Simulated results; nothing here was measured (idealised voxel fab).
process module | voxel self aligned contacts
cross-section cut | 165 nm wide | cells 5 nm
A cross-section is a grid of square cells, given in bands from the top down. A band is one or more rows of cells.
Each band's line starts with the height of the band's top and of its bottom, in nm. Then come its materials from left to right, each with its width in nm. One material with "throughout" fills the band from edge to edge. "air" is empty space.
Height 0 is the level under which the wafer as received is all one material. The lowest band goes on downwards, as in "0 down".
A width such as "30 to 40" changes by the same amount from each row of cells to the next, from the band's top row to its bottom row.
"no change" after a step means that no cell of the cross-section changed.
closed voids: empty space of 8 cells or more with no open way to the top, each as width x height at its distance from the left edge, in nm
after a step's settings: what the simulator itself notes on the step
overlay nm, on a step with a mask: how far to the right of its planned place the mask lay; to the left if negative
plan
1 op RECEIVE | material Si
2 op OXIDIZE | depth nm 5
3 op DIRECTIONAL_DEP | material polySi | thk nm 30
4 op DIRECTIONAL_DEP | material SiN | thk nm 20
5 op DIRECTIONAL_DEP | material aC | thk nm 15
6 op PATTERN | tone cover | mask id GATE | material resist | width nm 35 | pitch nm 70 | thk nm 30 | overlay nm 0
7 op DIRECTIONAL_ETCH | etch materials aC | depth nm 15
8 op STRIP | etch materials resist
9 op DIRECTIONAL_ETCH | etch materials SiN | depth nm 20
10 op DIRECTIONAL_ETCH | etch materials polySi | depth nm 30
11 op STRIP | etch materials aC
12 op CONFORMAL_DEP | material SiN | thk nm 10
13 op DIRECTIONAL_ETCH | etch materials SiN | depth nm 10
14 op FILL_DEP | material SiO2 | thk nm 15
15 op CMP | height nm 60
16 op DIRECTIONAL_DEP | material aC | thk nm 15
17 op PATTERN | tone open | mask id CONTACT | material resist | width nm 45 | thk nm 30 | overlay nm 0
18 op DIRECTIONAL_ETCH | etch materials aC | depth nm 15
19 op STRIP | etch materials resist
20 op DIRECTIONAL_ETCH | etch materials SiO2 | depth nm 65
21 op STRIP | etch materials aC
22 op CONFORMAL_DEP | material TiN | thk nm 5
23 op FILL_DEP | material Ru | thk nm 10
24 op CMP | height nm 60
25 op CONFORMAL_DEP | material SiCN | thk nm 5
as received, after step 1
  0 down: Si throughout
  closed voids: none
first wafer at the end, as planned
  65 to 60: SiCN throughout
  60 to 50: SiO2 60 | TiN 5 to 20 | Ru 35 to 5 | TiN 5 to 20 | SiO2 60
  50 to 30: SiO2 20 | SiN 55 | TiN 5 | Ru 5 | TiN 5 | SiN 55 | SiO2 20
  30 to 0: SiO2 20 | SiN 10 | polySi 35 | SiN 10 | TiN 5 | Ru 5 | TiN 5 | SiN 10 | polySi 35 | SiN 10 | SiO2 20
  0 to -5: SiO2 75 | TiN 15 | SiO2 75
  -5 down: Si throughout
  closed voids: none
second wafer at the end: like start, like plan, one mistake
  65 to 60: SiCN throughout
  60 to 50: SiO2 60 | TiN 5 to 20 | Ru 35 to 5 | TiN 5 to 20 | SiO2 60
  50 to 45: SiO2 20 | SiN 55 | TiN 5 | Ru 5 | TiN 5 | SiN 55 | SiO2 20
  45 to 40: SiO2 20 | SiN 55 | TiN 15 | SiN 55 | SiO2 20
  40 to 30: SiN throughout
  30 to 0: polySi throughout
  0 to -5: SiO2 throughout
  -5 down: Si throughout
  closed voids: none
what went wrong: step 9 ran as: op DIRECTIONAL_ETCH | etch materials SiN | depth nm 10
at the end the second wafer has, in cells: 9 fewer of Ru | 26 fewer of SiN | 61 fewer of SiO2 | 18 fewer of TiN | 114 more of polySi
